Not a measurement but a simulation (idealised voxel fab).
process module | voxel tone inversion
cross-section cut | 290 nm wide | cells 5 nm
A cross-section is a grid of square cells, given in bands from the top down. A band is one or more rows of cells.
Each band's line starts with the height of the band's top and of its bottom, in nm. Then come its materials from left to right, each with its width in nm. One material with "throughout" fills the band from edge to edge. "air" is empty space.
Height 0 is the level under which the wafer as received is all one material. The lowest band goes on downwards, as in "0 down".
A width such as "30 to 40" changes by the same amount from each row of cells to the next, from the band's top row to its bottom row.
"no change" after a step means that no cell of the cross-section changed.
closed voids: empty space of 8 cells or more with no open way to the top, each as width x height at its distance from the left edge, in nm
after a step's settings: what the simulator itself notes on the step
overlay nm, on a step with a mask: how far to the right of its planned place the mask lay; to the left if negative
plan
1 op RECEIVE | material Si
2 op CONFORMAL_DEP | material SiCN | thk nm 10
3 op DIRECTIONAL_DEP | material polySi | thk nm 15
4 op PATTERN | tone cover | mask id POSTS | material resist | width nm 15 | pitch nm 45 | thk nm 25 | overlay nm 0
5 op DIRECTIONAL_ETCH | etch materials polySi | depth nm 15
6 op STRIP | etch materials resist
7 op FILL_DEP | material lowk | thk nm 5
8 op CMP | height nm 25
9 op STRIP | etch materials polySi
varied across the wafers: width nm of step 4. The plan shows the first wafer's value. All wafers start alike
first wafer as received, after step 1
  0 down: Si throughout
  closed voids: none
each wafer at the end: cells of each material gained (+) or lost (-) since it was received, then its closed voids
width nm 15 | +116 SiCN | +138 lowk | closed voids: none
width nm 20 | +116 SiCN | +126 lowk | closed voids: none
width nm 25 | +116 SiCN | +114 lowk | closed voids: none
width nm 30 | +116 SiCN | +102 lowk | closed voids: none
